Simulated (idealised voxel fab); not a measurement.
The process module that follows is named voxel ribs on slabs.
Shown is cross-section cut, with a width of 270 nm and square cells of size 5 nm.
In what follows, cross-sections appear as grids of square cells, described through bands that run from the top down, where every band is one or more rows of cells. Top, bottom (nm), then materials left to right with widths (nm); lone material tagged "full width" fills the whole band edge to edge; "air" = empty space. Note: height 0 marks the level under which the wafer is uniformly one material as received. Lowest band unbounded below, written "z 0 and below". The width entry "30..40" should be interpreted row by row: the top row of cells in the band takes the first number, the bottom row takes the second number, and the change between adjacent rows is uniform throughout. Key: "nothing was modified" - step with no changed cell in the cross-section. What "Non-vented voids" gives you is every empty space of 8 cells or more that is cut off from the top. Each appears as width x height at distance, with the distance taken from the left edge and width, height and distance all in nm. Anything after a step's settings on that line? It's the simulator's own note about the step. overlay nm: on a step with a mask, how far right of its planned place the mask lay; negative means left. From here on the document is pairs. In a pair, the cross-section before one process step comes with the cross-section after it, and the latter goes no deeper than the lowest band that changed. What lies in between, the step and its settings, is written under the pair. A pair may be from a different run of this module on the same starting wafer than the pair above it, so it continues from that pair only where its entry headed "Pre-process" says so.

## Pre-process
- z 65 to 40: SiO2 full width
- z 40 to 35: 105 of SiO2, 20 of polySi, 20 of SiO2, 20 of polySi, 105 of SiO2
- z 35 to 25: 125 of polySi, 20 of SiO2, 125 of polySi
- z 25 to 20: polySi full width
- z 20 to 0: SiO2 full width
- z 0 and below: Si full width
- Non-vented voids: none

## Cut View, Post-Step
- z 55 to 40: SiO2 full width
- For the remainder of the cross-section, below 40, there is no change.
- Non-vented voids: none
the step between: CMP with height nm 55

Pre-process: The initial state for this step is given by the after cross-section of the immediately preceding pair.

## Cut View, Post-Step
- z 60 to 55: W full width
- For the remainder of the cross-section, below 55, there is no change.
- Non-vented voids: none
the step between: DIRECTIONAL_DEP with material W, thk nm 5

Pre-process: The initial state for this step is given by the after cross-section of the immediately preceding pair.

## Cut View, Post-Step
- z 80 to 60: 120 of air, 30 of resist, 120 of air
- For the remainder of the cross-section, below 60, there is no change.
- Non-vented voids: none
the step between: PATTERN with tone cover, mask id HEATER, material resist, width nm 30, thk nm 20, overlay nm 0

Pre-process: The initial state for this step is given by the after cross-section of the immediately preceding pair.

## Cut View, Post-Step
- z 80 to 60: 120 of air, 30 of resist, 120 of air
- z 60 to 55: 120 of air, 30 of W, 120 of air
- For the remainder of the cross-section, below 55, there is no change.
- Non-vented voids: none
the step between: DIRECTIONAL_ETCH with etch materials W, depth nm 5

Pre-process: The initial state for this step is given by the after cross-section of the immediately preceding pair.

## Cut View, Post-Step
- z 60 to 55: 120 of air, 30 of W, 120 of air
- For the remainder of the cross-section, below 55, there is no change.
- Non-vented voids: none
the step between: STRIP with etch materials resist

Pre-process: The initial state for this step is given by the after cross-section of the immediately preceding pair.

## Cut View, Post-Step
- z 65 to 60: 115 of air, 40 of SiN, 115 of air
- z 60 to 55: 120 of SiN, 30 of W, 120 of SiN
- For the remainder of the cross-section, below 55, there is no change.
- Non-vented voids: none
the step between: CONFORMAL_DEP with material SiN, thk nm 5
